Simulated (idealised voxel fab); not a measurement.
Presented below is a process module, voxel wiring stack.
cross-section cut | 245 nm wide | cells 5 nm
Each cross-section below is a grid of square cells, stated as bands in top-down order, with one or more rows of cells making up each band. Look at the band entry: it leads with the top's height and the bottom's height in nm. Then it lists the materials left to right, with a width in nm for each. The word "edge to edge" on a single material says that material fills the band edge to edge. The word "empty" is empty space. Heights are reckoned from 0. Under this level, the received wafer is all of one material. The bottommost band is open-ended downward, for example "0 -> down". The notation "30 to 40" denotes a width that varies across the rows of cells in the band, beginning at the first number in the top row, finishing at the second number in the bottom row, and changing by an identical amount from each row to the next. Take "no modification" at face value: in the step it is given for, the cross-section changed in none of its cells. Under "Fully sealed voids" you'll find the enclosed gaps, the ones with no way out to the top, that are 8 cells or bigger; each reads width x height at distance, with distance counted from the left edge, everything in nm. That trailing text on a step's line, after the settings, is the simulator's own remark on the step. Regarding "overlay nm": on a step with a mask, it is the distance the mask lay to the right of its planned place; a negative value places it to the left.

### These are the steps we planned for the process
1. RECEIVE: material Si
2. CONFORMAL_DEP: material SiO2, thk nm 15
3. DIRECTIONAL_DEP: material TiN, thk nm 5
4. DIRECTIONAL_DEP: material Ru, thk nm 15
5. MASKED_ETCH: tone cover, mask id METAL_1, width nm 30, pitch nm 60, etch materials Ru, depth nm 15, overlay nm 0
6. MASKED_ETCH: tone cover, mask id METAL_1, width nm 30, pitch nm 60, etch materials TiN, depth nm 5, overlay nm 0
7. CONFORMAL_DEP: material SiCN, thk nm 5
8. FILL_DEP: material SiO2, thk nm 5
9. CMP: height nm 35
10. CONFORMAL_DEP: material SiCN, thk nm 5
11. DIRECTIONAL_DEP: material lowk, thk nm 25
12. PATTERN: tone open, mask id METAL_2, material resist, width nm 30, pitch nm 60, thk nm 20, overlay nm 0
13. DIRECTIONAL_ETCH: etch materials lowk, depth nm 15
14. STRIP: etch materials resist
15. PATTERN: tone open, mask id METAL_2_HOLES, material resist, width nm 15, pitch nm 120, thk nm 15, overlay nm 0
16. DIRECTIONAL_ETCH: etch materials lowk, depth nm 10
17. DIRECTIONAL_ETCH: etch materials SiCN, depth nm 5
18. STRIP: etch materials resist
19. CONFORMAL_DEP: material TiN, thk nm 5
20. FILL_DEP: material Cu, thk nm 5
21. CMP: height nm 65
22. CONFORMAL_DEP: material SiCN, thk nm 5
23. DIRECTIONAL_DEP: material SiO2, thk nm 30
24. MASKED_ETCH: tone open, mask id METAL_3, width nm 30, pitch nm 60, etch materials SiO2, depth nm 15, overlay nm 0
25. DIRECTIONAL_DEP: material aC, thk nm 10
26. PATTERN: tone open, mask id METAL_3_HOLES, material resist, width nm 15, pitch nm 120, thk nm 25, overlay nm 0
27. DIRECTIONAL_ETCH: etch materials aC, depth nm 10
28. STRIP: etch materials resist
29. DIRECTIONAL_ETCH: etch materials SiO2, depth nm 15
30. DIRECTIONAL_ETCH: etch materials SiCN, depth nm 5
31. STRIP: etch materials aC
32. CONFORMAL_DEP: material TiN, thk nm 5
33. FILL_DEP: material Cu, thk nm 10
34. CMP: height nm 100
35. CONFORMAL_DEP: material SiCN, thk nm 5
36. DIRECTIONAL_DEP: material lowk, thk nm 10
37. MASKED_ETCH: tone open, mask id PLUG_3, width nm 15, pitch nm 60, etch materials lowk, depth nm 10, overlay nm 0
38. MASKED_ETCH: tone open, mask id PLUG_3, width nm 15, pitch nm 60, etch materials SiCN, depth nm 5, overlay nm 0
39. CONFORMAL_DEP: material TiN, thk nm 5
40. FILL_DEP: material Cu, thk nm 5
41. CMP: height nm 115
42. CONFORMAL_DEP: material SiN, thk nm 5
43. DIRECTIONAL_DEP: material SiO2, thk nm 25
44. PATTERN: tone open, mask id METAL_4, material resist, width nm 30, pitch nm 60, thk nm 15, overlay nm 0
45. DIRECTIONAL_ETCH: etch materials SiO2, depth nm 25
46. DIRECTIONAL_ETCH: etch materials SiN, depth nm 5
47. STRIP: etch materials resist
48. CONFORMAL_DEP: material TiN, thk nm 5
49. FILL_DEP: material W, thk nm 10
50. CMP: height nm 145
51. EPI: material Ru, thk nm 5
52. FILL_DEP: material SiCN, thk nm 5

### Incoming wafer in cross-section (state: after step 1)
> 0 -> down: Si edge to edge
> Fully sealed voids: none

### Wafer cross-section at end of module: start and plan as shown above, one execution error
> 155 -> 150: SiCN edge to edge
> 150 -> 145: SiCN 40 / Ru 40 / SiCN 20 / Ru 40 / SiCN 20 / Ru 40 / SiCN 45
> 145 -> 120: SiO2 45 / TiN 5 / W 20 / TiN 5 / SiO2 30 / TiN 5 / W 20 / TiN 5 / SiO2 30 / TiN 5 / W 20 / TiN 5 / SiO2 50
> 120 -> 115: SiN 45 / TiN 30 / SiN 30 / TiN 30 / SiN 30 / TiN 30 / SiN 50
> 115 -> 105: lowk 45 / TiN 5 / Cu 5 / TiN 5 / lowk 45 / TiN 5 / Cu 5 / TiN 5 / lowk 45 / TiN 5 / Cu 5 / TiN 5 / lowk 65
> 105 -> 100: SiCN 45 / TiN 15 / SiCN 45 / TiN 15 / SiCN 45 / TiN 15 / SiCN 65
> 100 -> 90: SiO2 45 / TiN 5 / Cu 20 / TiN 5 / SiO2 30 / TiN 5 / Cu 20 / TiN 5 / SiO2 30 / TiN 5 / Cu 20 / TiN 5 / SiO2 50
> 90 -> 85: SiO2 45 / TiN 5 / Cu 5 / TiN 20 / SiO2 30 / TiN 30 / SiO2 30 / TiN 5 / Cu 5 / TiN 20 / SiO2 50
> 85 -> 70: SiO2 45 / TiN 5 / Cu 5 / TiN 5 / SiO2 105 / TiN 5 / Cu 5 / TiN 5 / SiO2 65
> 70 -> 65: SiCN 45 / TiN 15 / SiCN 105 / TiN 15 / SiCN 65
> 65 -> 55: lowk 45 / TiN 5 / Cu 20 / TiN 5 / lowk 30 / TiN 5 / Cu 20 / TiN 5 / lowk 30 / TiN 5 / Cu 20 / TiN 5 / lowk 50
> 55 -> 50: lowk 45 / TiN 5 / Cu 5 / TiN 20 / lowk 30 / TiN 30 / lowk 30 / TiN 5 / Cu 5 / TiN 20 / lowk 50
> 50 -> 40: lowk 45 / TiN 5 / Cu 5 / TiN 5 / lowk 105 / TiN 5 / Cu 5 / TiN 5 / lowk 65
> 40 -> 35: SiCN 45 / TiN 15 / SiCN 105 / TiN 15 / SiCN 65
> 35 -> 30: SiCN 45 / TiN 30 / SiCN 30 / TiN 30 / SiCN 30 / TiN 30 / SiCN 50
> 30 -> 15: Ru edge to edge
> 15 -> 0: SiO2 edge to edge
> 0 -> down: Si edge to edge
> Fully sealed voids: none
Deviation from plan: ran 3 and 4 in swapped order versus the plan
